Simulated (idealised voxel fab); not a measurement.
Process module, titled voxel capacitor over wiring
cross-section cut | 190 nm wide | cells 5 nm
Cross-section, as written here: a square-cell grid given band by band from the top down, where a band holds one or more rows of cells. The band entry comprises the height of the band's top followed by the height of its bottom, expressed in nm, and subsequently the band's materials from left to right, each stated together with its width in nm. Where a single material is marked with the word "everywhere", that material fills the band from edge to edge. The word "empty" represents empty space. Counting heights begins at 0, where everything beneath is, in the wafer as received, one material. The lowest band has no bottom; it goes on downwards, as "0 nm and below" shows. The expression "30->40" gives the width at the extremes of the band, the first number at its top row of cells and the second at its bottom row, with the width changing by equal amounts from each row to the next in between. It should be understood that the words "nothing changed", when stated for a given step, signify that the cross-section underwent no change in any of its cells during that step. "Closed void catalog" lists enclosed empty spaces (at least 8 cells, no open path upward to the top), each as width x height at distance from the left edge, in nm. If you see something after the settings on a step's line, that's the simulator's own remark about that step. The "overlay nm" setting may appear on a step's line; for a step that uses a mask, it gives how far to the right of its planned position the mask lay, and a negative value indicates the left. Note: before/after cross-section pairs follow, one process step per pair, after-side truncated at the lowest changed band, step and settings given beneath. Different runs of this module on the same starting wafer may supply the pairs; a pair continues the one above only where the "Pre-processing view" entry says so.

Pre-processing view
80 nm to 75 nm | empty 50 nm; TiN 65 nm; empty 75 nm
75 nm to 70 nm | empty 50 nm; HfO2 65 nm; empty 75 nm
70 nm to 60 nm | empty 40 nm; TiN 80 nm; empty 70 nm
60 nm to 50 nm | SiO2 45 nm; Ru 15 nm; SiO2 130 nm
50 nm to 45 nm | SiCN 45 nm; Ru 15 nm; SiCN 130 nm
45 nm to 40 nm | SiCN 25 nm; Ru 40 nm; SiCN 55 nm; Ru 40 nm; SiCN 30 nm
40 nm to 20 nm | lowk 30 nm; TiN 5 nm; Ru 20 nm; TiN 5 nm; lowk 65 nm; TiN 5 nm; Ru 20 nm; TiN 5 nm; lowk 35 nm
20 nm to 15 nm | SiCN 30 nm; TiN 30 nm; SiCN 65 nm; TiN 30 nm; SiCN 35 nm
15 nm to 0 nm | SiO2 everywhere
0 nm and below | Si everywhere
Closed void catalog: none

Section, Post-Step
95 nm to 80 nm | SiO2 everywhere
80 nm to 75 nm | SiO2 50 nm; TiN 65 nm; SiO2 75 nm
75 nm to 70 nm | SiO2 50 nm; HfO2 65 nm; SiO2 75 nm
70 nm to 60 nm | SiO2 40 nm; TiN 80 nm; SiO2 70 nm
Under the height 60 nothing was changed.
Closed void catalog: none
Operation between the pre and post cross-sections above: FILL_DEP,material SiO2,thk nm 15

Pre-processing view: identical to the post-step cross-section of the immediately preceding pair.

Section, Post-Step
90 nm to 80 nm | SiO2 everywhere
Under the height 80 nothing was changed.
Closed void catalog: none
Operation between the pre and post cross-sections above: CMP,height nm 90

Pre-processing view: identical to the post-step cross-section of the immediately preceding pair.

Section, Post-Step
105 nm to 90 nm | aC everywhere
Under the height 90 nothing was changed.
Closed void catalog: none
Operation between the pre and post cross-sections above: DIRECTIONAL_DEP,material aC,thk nm 15

Pre-processing view: identical to the post-step cross-section of the immediately preceding pair.

Section, Post-Step
140 nm to 105 nm | resist 55 nm; empty 15 nm; resist 120 nm
Under the height 105 nothing was changed.
Closed void catalog: none
Operation between the pre and post cross-sections above: PATTERN,tone open,mask id PLUG_2,material resist,width nm 15,thk nm 35,overlay nm 0

Pre-processing view: identical to the post-step cross-section of the immediately preceding pair.

Section, Post-Step
125 nm to 105 nm | resist 55 nm; empty 15 nm; resist 120 nm
105 nm to 90 nm | aC 55 nm; empty 15 nm; aC 120 nm
Under the height 90 nothing was changed.
Closed void catalog: none
Operation between the pre and post cross-sections above: DIRECTIONAL_ETCH,etch materials aC,depth nm 15

Pre-processing view: identical to the post-step cross-section of the immediately preceding pair.

Section, Post-Step
105 nm to 90 nm | aC 55 nm; empty 15 nm; aC 120 nm
Under the height 90 nothing was changed.
Closed void catalog: none
Operation between the pre and post cross-sections above: STRIP,etch materials resist

Pre-processing view: identical to the post-step cross-section of the immediately preceding pair.

Section, Post-Step
105 nm to 90 nm | aC 55 nm; empty 15 nm; aC 120 nm
90 nm to 80 nm | SiO2 55 nm; empty 15 nm; SiO2 120 nm
Under the height 80 nothing was changed.
Closed void catalog: none
Operation between the pre and post cross-sections above: DIRECTIONAL_ETCH,etch materials SiO2,depth nm 10

Pre-processing view: identical to the post-step cross-section of the immediately preceding pair.

Section, Post-Step
90 nm to 80 nm | SiO2 55 nm; empty 15 nm; SiO2 120 nm
Under the height 80 nothing was changed.
Closed void catalog: none
Operation between the pre and post cross-sections above: STRIP,etch materials aC

Pre-processing view: identical to the post-step cross-section of the immediately preceding pair.

Section, Post-Step
95 nm to 90 nm | TiN 60 nm; empty 5 nm; TiN 125 nm
90 nm to 85 nm | SiO2 55 nm; TiN 5 nm; empty 5 nm; TiN 5 nm; SiO2 120 nm
85 nm to 75 nm | SiO2 55->50 nm; TiN 15->65 nm; SiO2 120->75 nm
Under the height 75 nothing was changed.
Closed void catalog: none
Operation between the pre and post cross-sections above: CONFORMAL_DEP,material TiN,thk nm 5

Pre-processing view: identical to the post-step cross-section of the immediately preceding pair.

Section, Post-Step
100 nm to 95 nm | Ru everywhere
95 nm to 90 nm | TiN 60 nm; Ru 5 nm; TiN 125 nm
90 nm to 85 nm | SiO2 55 nm; TiN 5 nm; Ru 5 nm; TiN 5 nm; SiO2 120 nm
Under the height 85 nothing was changed.
Closed void catalog: none
Operation between the pre and post cross-sections above: FILL_DEP,material Ru,thk nm 5

Pre-processing view: identical to the post-step cross-section of the immediately preceding pair.

Section, Post-Step
90 nm to 85 nm | SiO2 55 nm; TiN 5 nm; Ru 5 nm; TiN 5 nm; SiO2 120 nm
Under the height 85 nothing was changed.
Closed void catalog: none
Operation between the pre and post cross-sections above: CMP,height nm 90

Pre-processing view: identical to the post-step cross-section of the immediately preceding pair.

Section, Post-Step
95 nm to 90 nm | SiCN everywhere
Under the height 90 nothing was changed.
Closed void catalog: none
Operation between the pre and post cross-sections above: CONFORMAL_DEP,material SiCN,thk nm 5

Pre-processing view
80 nm to 75 nm | empty 45 nm; TiN 70 nm; empty 75 nm
75 nm to 70 nm | empty 45 nm; HfO2 70 nm; empty 75 nm
70 nm to 60 nm | TiN everywhere
60 nm to 50 nm | SiO2 45 nm; Ru 15 nm; SiO2 130 nm
50 nm to 45 nm | SiCN 45 nm; Ru 15 nm; SiCN 130 nm
45 nm to 40 nm | SiCN 25 nm; Ru 40 nm; SiCN 55 nm; Ru 40 nm; SiCN 30 nm
40 nm to 20 nm | lowk 30 nm; TiN 5 nm; Ru 20 nm; TiN 5 nm; lowk 65 nm; TiN 5 nm; Ru 20 nm; TiN 5 nm; lowk 35 nm
20 nm to 15 nm | SiCN 30 nm; TiN 30 nm; SiCN 65 nm; TiN 30 nm; SiCN 35 nm
15 nm to 0 nm | SiO2 everywhere
0 nm and below | Si everywhere
Closed void catalog: none

Section, Post-Step
80 nm to 75 nm | empty 45 nm; TiN 70 nm; empty 75 nm
75 nm to 70 nm | empty 45 nm; HfO2 70 nm; empty 75 nm
70 nm to 60 nm | empty 35 nm; TiN 80 nm; empty 75 nm
Under the height 60 nothing was changed.
Closed void catalog: none
Operation between the pre and post cross-sections above: MASKED_ETCH,tone cover,mask id LOWER_PLATE,width nm 80,etch materials TiN,depth nm 10,overlay nm -5

Pre-processing view: identical to the post-step cross-section of the immediately preceding pair.

Section, Post-Step
95 nm to 80 nm | SiO2 everywhere
80 nm to 75 nm | SiO2 45 nm; TiN 70 nm; SiO2 75 nm
75 nm to 70 nm | SiO2 45 nm; HfO2 70 nm; SiO2 75 nm
70 nm to 60 nm | SiO2 35 nm; TiN 80 nm; SiO2 75 nm
Under the height 60 nothing was changed.
Closed void catalog: none
Operation between the pre and post cross-sections above: FILL_DEP,material SiO2,thk nm 15

Pre-processing view: identical to the post-step cross-section of the immediately preceding pair.

Section, Post-Step
90 nm to 80 nm | SiO2 everywhere
Under the height 80 nothing was changed.
Closed void catalog: none
Operation between the pre and post cross-sections above: CMP,height nm 90

Pre-processing view: identical to the post-step cross-section of the immediately preceding pair.

Section, Post-Step
105 nm to 90 nm | aC everywhere
Under the height 90 nothing was changed.
Closed void catalog: none
Operation between the pre and post cross-sections above: DIRECTIONAL_DEP,material aC,thk nm 15

Pre-processing view: identical to the post-step cross-section of the immediately preceding pair.

Section, Post-Step
140 nm to 105 nm | resist 55 nm; empty 15 nm; resist 120 nm
Under the height 105 nothing was changed.
Closed void catalog: none
Operation between the pre and post cross-sections above: PATTERN,tone open,mask id PLUG_2,material resist,width nm 15,thk nm 35,overlay nm 0

Pre-processing view: identical to the post-step cross-section of the immediately preceding pair.

Section, Post-Step
125 nm to 105 nm | resist 55 nm; empty 15 nm; resist 120 nm
105 nm to 90 nm | aC 55 nm; empty 15 nm; aC 120 nm
Under the height 90 nothing was changed.
Closed void catalog: none
Operation between the pre and post cross-sections above: DIRECTIONAL_ETCH,etch materials aC,depth nm 15

Pre-processing view: identical to the post-step cross-section of the immediately preceding pair.

Section, Post-Step
105 nm to 90 nm | aC 55 nm; empty 15 nm; aC 120 nm
Under the height 90 nothing was changed.
Closed void catalog: none
Operation between the pre and post cross-sections above: STRIP,etch materials resist

Pre-processing view: identical to the post-step cross-section of the immediately preceding pair.

Section, Post-Step
105 nm to 90 nm | aC 55 nm; empty 15 nm; aC 120 nm
90 nm to 80 nm | SiO2 55 nm; empty 15 nm; SiO2 120 nm
Under the height 80 nothing was changed.
Closed void catalog: none
Operation between the pre and post cross-sections above: DIRECTIONAL_ETCH,etch materials SiO2,depth nm 10

Pre-processing view: identical to the post-step cross-section of the immediately preceding pair.

Section, Post-Step
90 nm to 80 nm | SiO2 55 nm; empty 15 nm; SiO2 120 nm
Under the height 80 nothing was changed.
Closed void catalog: none
Operation between the pre and post cross-sections above: STRIP,etch materials aC

Pre-processing view: identical to the post-step cross-section of the immediately preceding pair.

Section, Post-Step
95 nm to 90 nm | TiN 60 nm; empty 5 nm; TiN 125 nm
90 nm to 85 nm | SiO2 55 nm; TiN 5 nm; empty 5 nm; TiN 5 nm; SiO2 120 nm
85 nm to 75 nm | SiO2 55->45 nm; TiN 15->70 nm; SiO2 120->75 nm
Under the height 75 nothing was changed.
Closed void catalog: none
Operation between the pre and post cross-sections above: CONFORMAL_DEP,material TiN,thk nm 5

Pre-processing view: identical to the post-step cross-section of the immediately preceding pair.

Section, Post-Step
100 nm to 95 nm | Ru everywhere
95 nm to 90 nm | TiN 60 nm; Ru 5 nm; TiN 125 nm
90 nm to 85 nm | SiO2 55 nm; TiN 5 nm; Ru 5 nm; TiN 5 nm; SiO2 120 nm
Under the height 85 nothing was changed.
Closed void catalog: none
Operation between the pre and post cross-sections above: FILL_DEP,material Ru,thk nm 5

Pre-processing view: identical to the post-step cross-section of the immediately preceding pair.

Section, Post-Step
90 nm to 85 nm | SiO2 55 nm; TiN 5 nm; Ru 5 nm; TiN 5 nm; SiO2 120 nm
Under the height 85 nothing was changed.
Closed void catalog: none
Operation between the pre and post cross-sections above: CMP,height nm 90

Pre-processing view: identical to the post-step cross-section of the immediately preceding pair.

Section, Post-Step
95 nm to 90 nm | SiCN everywhere
Under the height 90 nothing was changed.
Closed void catalog: none
Operation between the pre and post cross-sections above: CONFORMAL_DEP,material SiCN,thk nm 5

Pre-processing view
80 nm to 75 nm | empty 45 nm; TiN 70 nm; empty 75 nm
75 nm to 70 nm | empty 45 nm; HfO2 70 nm; empty 75 nm
70 nm to 60 nm | empty 40 nm; TiN 80 nm; empty 70 nm
60 nm to 50 nm | SiO2 45 nm; Ru 15 nm; SiO2 130 nm
50 nm to 45 nm | SiCN 45 nm; Ru 15 nm; SiCN 130 nm
45 nm to 40 nm | SiCN 25 nm; Ru 40 nm; SiCN 55 nm; Ru 40 nm; SiCN 30 nm
40 nm to 20 nm | lowk 30 nm; TiN 5 nm; Ru 20 nm; TiN 5 nm; lowk 65 nm; TiN 5 nm; Ru 20 nm; TiN 5 nm; lowk 35 nm
20 nm to 15 nm | SiCN 30 nm; TiN 30 nm; SiCN 65 nm; TiN 30 nm; SiCN 35 nm
15 nm to 0 nm | SiO2 everywhere
0 nm and below | Si everywhere
Closed void catalog: none

Section, Post-Step
95 nm to 80 nm | SiCN everywhere
80 nm to 75 nm | SiCN 45 nm; TiN 70 nm; SiCN 75 nm
75 nm to 70 nm | SiCN 45 nm; HfO2 70 nm; SiCN 75 nm
70 nm to 60 nm | SiCN 40 nm; TiN 80 nm; SiCN 70 nm
Under the height 60 nothing was changed.
Closed void catalog: none
Operation between the pre and post cross-sections above: FILL_DEP,material SiCN,thk nm 15

Pre-processing view: identical to the post-step cross-section of the immediately preceding pair.

Section, Post-Step
90 nm to 80 nm | SiCN everywhere
Under the height 80 nothing was changed.
Closed void catalog: none
Operation between the pre and post cross-sections above: CMP,height nm 90

Pre-processing view: identical to the post-step cross-section of the immediately preceding pair.

Section, Post-Step
105 nm to 90 nm | aC everywhere
Under the height 90 nothing was changed.
Closed void catalog: none
Operation between the pre and post cross-sections above: DIRECTIONAL_DEP,material aC,thk nm 15

Pre-processing view: identical to the post-step cross-section of the immediately preceding pair.

Section, Post-Step
140 nm to 105 nm | resist 55 nm; empty 15 nm; resist 120 nm
Under the height 105 nothing was changed.
Closed void catalog: none
Operation between the pre and post cross-sections above: PATTERN,tone open,mask id PLUG_2,material resist,width nm 15,thk nm 35,overlay nm 0

Pre-processing view: identical to the post-step cross-section of the immediately preceding pair.

Section, Post-Step
125 nm to 105 nm | resist 55 nm; empty 15 nm; resist 120 nm
105 nm to 90 nm | aC 55 nm; empty 15 nm; aC 120 nm
Under the height 90 nothing was changed.
Closed void catalog: none
Operation between the pre and post cross-sections above: DIRECTIONAL_ETCH,etch materials aC,depth nm 15

Pre-processing view: identical to the post-step cross-section of the immediately preceding pair.

Section, Post-Step
105 nm to 90 nm | aC 55 nm; empty 15 nm; aC 120 nm
Under the height 90 nothing was changed.
Closed void catalog: none
Operation between the pre and post cross-sections above: STRIP,etch materials resist

Pre-processing view: identical to the post-step cross-section of the immediately preceding pair.

Section, Post-Step
90 nm to 80 nm | SiCN everywhere
Under the height 80 nothing was changed.
Closed void catalog: none
Operation between the pre and post cross-sections above: STRIP,etch materials aC

Pre-processing view: identical to the post-step cross-section of the immediately preceding pair.

Section, Post-Step
95 nm to 90 nm | TiN everywhere
Under the height 90 nothing was changed.
Closed void catalog: none
Operation between the pre and post cross-sections above: CONFORMAL_DEP,material TiN,thk nm 5

Pre-processing view: identical to the post-step cross-section of the immediately preceding pair.

Section, Post-Step
100 nm to 95 nm | Ru everywhere
Under the height 95 nothing was changed.
Closed void catalog: none
Operation between the pre and post cross-sections above: FILL_DEP,material Ru,thk nm 5

Pre-processing view: identical to the post-step cross-section of the immediately preceding pair.

Section, Post-Step
90 nm to 80 nm | SiCN everywhere
Under the height 80 nothing was changed.
Closed void catalog: none
Operation between the pre and post cross-sections above: CMP,height nm 90

Pre-processing view: identical to the post-step cross-section of the immediately preceding pair.

Section, Post-Step
95 nm to 80 nm | SiCN everywhere
Under the height 80 nothing was changed.
Closed void catalog: none
Operation between the pre and post cross-sections above: CONFORMAL_DEP,material SiCN,thk nm 5

Pre-processing view
105 nm to 90 nm | aC everywhere
90 nm to 80 nm | SiO2 everywhere
80 nm to 75 nm | SiO2 45 nm; TiN 70 nm; SiO2 75 nm
75 nm to 70 nm | SiO2 45 nm; HfO2 70 nm; SiO2 75 nm
70 nm to 60 nm | SiO2 40 nm; TiN 80 nm; SiO2 70 nm
60 nm to 50 nm | SiO2 45 nm; Ru 15 nm; SiO2 130 nm
50 nm to 45 nm | SiCN 45 nm; Ru 15 nm; SiCN 130 nm
45 nm to 40 nm | SiCN 25 nm; Ru 40 nm; SiCN 55 nm; Ru 40 nm; SiCN 30 nm
40 nm to 20 nm | lowk 30 nm; TiN 5 nm; Ru 20 nm; TiN 5 nm; lowk 65 nm; TiN 5 nm; Ru 20 nm; TiN 5 nm; lowk 35 nm
20 nm to 15 nm | SiCN 30 nm; TiN 30 nm; SiCN 65 nm; TiN 30 nm; SiCN 35 nm
15 nm to 0 nm | SiO2 everywhere
0 nm and below | Si everywhere
Closed void catalog: none

Section, Post-Step
140 nm to 105 nm | empty 55 nm; resist 15 nm; empty 120 nm
Under the height 105 nothing was changed.
Closed void catalog: none
Operation between the pre and post cross-sections above: PATTERN,tone cover,mask id PLUG_2,material resist,width nm 15,thk nm 35,overlay nm 0

Pre-processing view: identical to the post-step cross-section of the immediately preceding pair.

Section, Post-Step
125 nm to 105 nm | empty 55 nm; resist 15 nm; empty 120 nm
105 nm to 90 nm | empty 55 nm; aC 15 nm; empty 120 nm
Under the height 90 nothing was changed.
Closed void catalog: none
Operation between the pre and post cross-sections above: DIRECTIONAL_ETCH,etch materials aC,depth nm 15

Pre-processing view: identical to the post-step cross-section of the immediately preceding pair.

Section, Post-Step
105 nm to 90 nm | empty 55 nm; aC 15 nm; empty 120 nm
Under the height 90 nothing was changed.
Closed void catalog: none
Operation between the pre and post cross-sections above: STRIP,etch materials resist

Pre-processing view: identical to the post-step cross-section of the immediately preceding pair.

Section, Post-Step
105 nm to 90 nm | empty 55 nm; aC 15 nm; empty 120 nm
90 nm to 80 nm | empty 55 nm; SiO2 15 nm; empty 120 nm
Under the height 80 nothing was changed.
Closed void catalog: none
Operation between the pre and post cross-sections above: DIRECTIONAL_ETCH,etch materials SiO2,depth nm 10

Pre-processing view: identical to the post-step cross-section of the immediately preceding pair.

Section, Post-Step
90 nm to 80 nm | empty 55 nm; SiO2 15 nm; empty 120 nm
Under the height 80 nothing was changed.
Closed void catalog: none
Operation between the pre and post cross-sections above: STRIP,etch materials aC

Pre-processing view: identical to the post-step cross-section of the immediately preceding pair.

Section, Post-Step
95 nm to 90 nm | empty 50 nm; TiN 25 nm; empty 115 nm
90 nm to 85 nm | empty 50 nm; TiN 5 nm; SiO2 15 nm; TiN 5 nm; empty 115 nm
85 nm to 80 nm | TiN 55 nm; SiO2 15 nm; TiN 120 nm
Under the height 80 nothing was changed.
Closed void catalog: none
Operation between the pre and post cross-sections above: CONFORMAL_DEP,material TiN,thk nm 5

Pre-processing view: identical to the post-step cross-section of the immediately preceding pair.

Section, Post-Step
100 nm to 95 nm | Ru everywhere
95 nm to 90 nm | Ru 50 nm; TiN 25 nm; Ru 115 nm
90 nm to 85 nm | Ru 50 nm; TiN 5 nm; SiO2 15 nm; TiN 5 nm; Ru 115 nm
Under the height 85 nothing was changed.
Closed void catalog: none
Operation between the pre and post cross-sections above: FILL_DEP,material Ru,thk nm 5

Pre-processing view: identical to the post-step cross-section of the immediately preceding pair.

Section, Post-Step
90 nm to 85 nm | Ru 50 nm; TiN 5 nm; SiO2 15 nm; TiN 5 nm; Ru 115 nm
Under the height 85 nothing was changed.
Closed void catalog: none
Operation between the pre and post cross-sections above: CMP,height nm 90

Pre-processing view: identical to the post-step cross-section of the immediately preceding pair.

Section, Post-Step
95 nm to 90 nm | SiCN everywhere
Under the height 90 nothing was changed.
Closed void catalog: none
Operation between the pre and post cross-sections above: CONFORMAL_DEP,material SiCN,thk nm 5
